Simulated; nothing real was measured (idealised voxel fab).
process module | voxel released beams
cross-section cut | 190 nm wide | cells 5 nm
A cross-section is a grid of square cells, given in bands from the top down. A band is one or more rows of cells.
Each band's line starts with the height of the band's top and of its bottom, in nm. Then come its materials from left to right, each with its width in nm. One material with "throughout" fills the band from edge to edge. "air" is empty space.
Height 0 is the level under which the wafer as received is all one material. The lowest band goes on downwards, as in "0 down".
A width such as "30 to 40" changes by the same amount from each row of cells to the next, from the band's top row to its bottom row.
"no change" after a step means that no cell of the cross-section changed.
closed voids: empty space of 8 cells or more with no open way to the top, each as width x height at its distance from the left edge, in nm
after a step's settings: what the simulator itself notes on the step
overlay nm, on a step with a mask: how far to the right of its planned place the mask lay; to the left if negative
plan
1 op RECEIVE | material Si
2 op CONFORMAL_DEP | material SiN | thk nm 5
3 op DIRECTIONAL_DEP | material SiO2 | thk nm 20
4 op PATTERN | tone open | mask id ANCHOR | material resist | width nm 45 | thk nm 15 | overlay nm 0
5 op DIRECTIONAL_ETCH | etch materials SiO2 | depth nm 20
6 op STRIP | etch materials resist
7 op CONFORMAL_DEP | material TiN | thk nm 15
8 op PATTERN | tone cover | mask id BEAM | material resist | width nm 130 | thk nm 15 | overlay nm 0
9 op DIRECTIONAL_ETCH | etch materials TiN | depth nm 15
10 op STRIP | etch materials resist
11 op STRIP | etch materials SiO2
as received, after step 1
  0 down: Si throughout
  closed voids: none
first wafer at the end, as planned
  40 to 25: air 25 | TiN 20 | air 15 | TiN 95 | air 35
  25 to 20: air 30 | TiN 15 | air 15 | TiN 15 | air 115
  20 to 5: air 30 | TiN 45 | air 115
  5 to 0: SiN throughout
  0 down: Si throughout
  closed voids: none
second wafer at the end: like start, like plan, one mistake
  55 to 40: air 25 | TiN 130 | air 35
  40 to 25: TiN throughout
  25 to 5: SiO2 30 | TiN 45 | SiO2 115
  5 to 0: SiN throughout
  0 down: Si throughout
  closed voids: none
what went wrong: step 7 was run twice
at the end the second wafer has, in cells: 116 more of SiO2 | 126 more of TiN
